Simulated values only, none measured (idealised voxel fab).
process module | voxel gate over fins
cross-section cut | 290 nm wide | cells 5 nm
A cross-section is a grid of square cells, given in bands from the top down. A band is one or more rows of cells.
Each band's line starts with the height of the band's top and of its bottom, in nm. Then come its materials from left to right, each with its width in nm. One material with "throughout" fills the band from edge to edge. "air" is empty space.
Height 0 is the level under which the wafer as received is all one material. The lowest band goes on downwards, as in "0 down".
A width such as "30 to 40" changes by the same amount from each row of cells to the next, from the band's top row to its bottom row.
"no change" after a step means that no cell of the cross-section changed.
closed voids: empty space of 8 cells or more with no open way to the top, each as width x height at its distance from the left edge, in nm
after a step's settings: what the simulator itself notes on the step
overlay nm, on a step with a mask: how far to the right of its planned place the mask lay; to the left if negative
plan
1 op RECEIVE | material Si
2 op CONFORMAL_DEP | material SiN | thk nm 5
3 op PATTERN | tone cover | mask id FINS | material resist | width nm 15 | pitch nm 35 | thk nm 20 | overlay nm 0
4 op DIRECTIONAL_ETCH | etch materials SiN | depth nm 5
5 op DIRECTIONAL_ETCH | etch materials Si | depth nm 35
6 op STRIP | etch materials resist
7 op FILL_DEP | material SiO2 | thk nm 5
8 op CMP | height nm 5
9 op SELECTIVE_ETCH | etch materials SiO2 | depth nm 20
10 op STRIP | etch materials SiN
11 op CONFORMAL_DEP | material HfO2 | thk nm 5
12 op CONFORMAL_DEP | material TiN | thk nm 5
13 op CONFORMAL_DEP | material TiAl | thk nm 5
14 op CONFORMAL_DEP | material TiN | thk nm 5
15 op FILL_DEP | material W | thk nm 10
16 op CMP | height nm 25
17 op CONFORMAL_DEP | material SiCN | thk nm 5
as received, after step 1
  0 down: Si throughout
  closed voids: none
first wafer at the end, as planned
  30 to 25: SiCN throughout
  25 to 20: W throughout
  20 to 15: W 80 | TiN 125 | W 85
  15 to 10: W 80 | TiN 5 | TiAl 115 | TiN 5 | W 85
  10 to 5: W 80 | TiN 5 | TiAl 5 | TiN 105 | TiAl 5 | TiN 5 | W 85
  5 to 0: TiN 85 | TiAl 5 | TiN 5 | HfO2 25 | TiN 10 | HfO2 25 | TiN 10 | HfO2 25 | TiN 5 | TiAl 5 | TiN 90
  0 to -5: TiAl 90 | TiN 5 | HfO2 5 | Si 15 | HfO2 5 | TiN 10 | HfO2 5 | Si 15 | HfO2 5 | TiN 10 | HfO2 5 | Si 15 | HfO2 5 | TiN 5 | TiAl 95
  -5 to -10: TiN 95 | HfO2 5 | Si 15 | HfO2 5 | TiN 10 | HfO2 5 | Si 15 | HfO2 5 | TiN 10 | HfO2 5 | Si 15 | HfO2 5 | TiN 100
  -10 to -15: HfO2 100 | Si 15 | HfO2 20 | Si 15 | HfO2 20 | Si 15 | HfO2 105
  -15 to -35: SiO2 100 | Si 15 | SiO2 20 | Si 15 | SiO2 20 | Si 15 | SiO2 105
  -35 down: Si throughout
  closed voids: none
second wafer at the end: like start, like plan, one mistake
  30 to 25: SiCN throughout
  25 to 20: W throughout
  20 to 15: TiN throughout
  15 to 10: TiAl throughout
  10 to 5: TiN throughout
  5 to 0: HfO2 105 | TiN 5 | HfO2 30 | TiN 5 | HfO2 30 | TiN 5 | HfO2 110
  0 to -10: Si 100 | HfO2 5 | TiN 5 | HfO2 5 | Si 20 | HfO2 5 | TiN 5 | HfO2 5 | Si 20 | HfO2 5 | TiN 5 | HfO2 5 | Si 105
  -10 to -15: Si 100 | HfO2 15 | Si 20 | HfO2 15 | Si 20 | HfO2 15 | Si 105
  -15 to -35: Si 100 | SiO2 15 | Si 20 | SiO2 15 | Si 20 | SiO2 15 | Si 105
  -35 down: Si throughout
  closed voids: none
what went wrong: step 3 ran as: op PATTERN | tone open | mask id FINS | material resist | width nm 15 | pitch nm 35 | thk nm 20 | overlay nm 0
at the end the second wafer has, in cells: 280 more of Si | 160 fewer of SiO2 | 6 fewer of TiAl | 15 fewer of TiN | 99 fewer of W
